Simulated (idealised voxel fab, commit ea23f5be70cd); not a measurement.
The document below concerns the process module designated voxel self aligned vias.
The figure presents cross-section cut, which has a width of 145 nm and is divided into square cells with an edge length of 5 nm.
We lay out every cross-section as a grid of square cells and spell it out in bands from the top down, where one band means one or more rows of cells.
Each band's line starts with the height of the band's top and of its bottom, in nm. Then come its materials from left to right, each with its width in nm. One material with "everywhere" fills the band from edge to edge. "air" is empty space.
Height 0 is the level under which the wafer as received is all one material. The lowest band goes on downwards, as in "0 -> down".
The two numbers in a width such as "30 to 40" mark its ends across the band: the first belongs to the top row of cells, the second to the bottom row, and from each row to the next the width moves by the same amount.
For the purposes of this document, the phrase "left unchanged" attached to a step denotes that no cell within the cross-section was modified by that step.
Heads up: "Closed void roster" only lists the empty pockets with no open path to the top that are 8 cells or more, and it writes them as width x height at distance, distance from the left edge, in nm.
The remark found on a step's line after its settings is issued by the simulator itself and pertains to that step.
The line of a step may include "overlay nm". On a step with a mask, this value is how far to the right of its planned place the mask lay. A negative value means the mask lay to the left.
# So here's the lineup of process steps we planned
1. RECEIVE with material Si
2. CONFORMAL_DEP with material SiO2, thk nm 15
3. CONFORMAL_DEP with material SiCN, thk nm 5
4. DIRECTIONAL_DEP with material SiO2, thk nm 20
5. DIRECTIONAL_DEP with material aC, thk nm 15
6. PATTERN with tone open, mask id LINES, material resist, width nm 25, pitch nm 65, thk nm 35, overlay nm 0
7. DIRECTIONAL_ETCH with etch materials aC, depth nm 15
8. STRIP with etch materials resist
9. DIRECTIONAL_ETCH with etch materials SiO2, depth nm 20
10. STRIP with etch materials aC
11. CONFORMAL_DEP with material TiN, thk nm 5
12. FILL_DEP with material Ru, thk nm 5
13. CMP with height nm 40
14. SELECTIVE_ETCH with etch materials W Ru TiN, depth nm 5
15. FILL_DEP with material SiN, thk nm 5
16. CMP with height nm 40
17. DIRECTIONAL_DEP with material SiO2, thk nm 20
18. DIRECTIONAL_DEP with material aC, thk nm 10
19. PATTERN with tone open, mask id VIAS, material resist, width nm 45, thk nm 25, overlay nm 0
20. DIRECTIONAL_ETCH with etch materials aC, depth nm 10
21. STRIP with etch materials resist
22. DIRECTIONAL_ETCH with etch materials SiO2, depth nm 20
23. DIRECTIONAL_ETCH with etch materials SiN, depth nm 5
24. STRIP with etch materials aC
25. CONFORMAL_DEP with material TiN, thk nm 5
26. FILL_DEP with material W, thk nm 10
27. CMP with height nm 60
28. CONFORMAL_DEP with material SiN, thk nm 5
# Wafer cross-section on receipt, i.e. after step 1
> 0 -> down  Si everywhere
> Closed void roster: none
# The first of two wafers, cross-sectioned at the end of the module, with the run proceeding as planned
> 65 -> 60  SiN everywhere
> 60 -> 45  15 SiO2 | 5 TiN | 35 W | 5 TiN | 85 SiO2
> 45 -> 40  15 SiO2 | 15 TiN | 15 W | 15 TiN | 85 SiO2
> 40 -> 35  25 SiO2 | 25 TiN | 40 SiO2 | 25 SiN | 30 SiO2
> 35 -> 25  25 SiO2 | 5 TiN | 15 Ru | 5 TiN | 40 SiO2 | 5 TiN | 15 Ru | 5 TiN | 30 SiO2
> 25 -> 20  25 SiO2 | 25 TiN | 40 SiO2 | 25 TiN | 30 SiO2
> 20 -> 15  SiCN everywhere
> 15 -> 0  SiO2 everywhere
> 0 -> down  Si everywhere
> Closed void roster: none
# Cross-sectional view: second of two wafers, end of module; start and plan identical to the first, one mistake in running
> 65 -> 60  SiN everywhere
> 60 -> 45  15 SiO2 | 5 TiN | 35 W | 5 TiN | 85 SiO2
> 45 -> 40  15 SiO2 | 15 TiN | 15 W | 15 TiN | 85 SiO2
> 40 -> 35  25 SiO2 | 25 TiN | 40 SiO2 | 25 aC | 30 SiO2
> 35 -> 25  25 SiO2 | 5 TiN | 15 Ru | 5 TiN | 40 SiO2 | 5 TiN | 15 Ru | 5 TiN | 30 SiO2
> 25 -> 20  25 SiO2 | 25 TiN | 40 SiO2 | 25 TiN | 30 SiO2
> 20 -> 15  SiCN everywhere
> 15 -> 0  SiO2 everywhere
> 0 -> down  Si everywhere
> Closed void roster: none
Error vs. plan: off-plan run, step 15, actual operation and settings FILL_DEP with material aC, thk nm 5
Looking at both finished wafers in cells, the second ends up ahead of or behind the first on some materials: -5 SiN | +5 aC
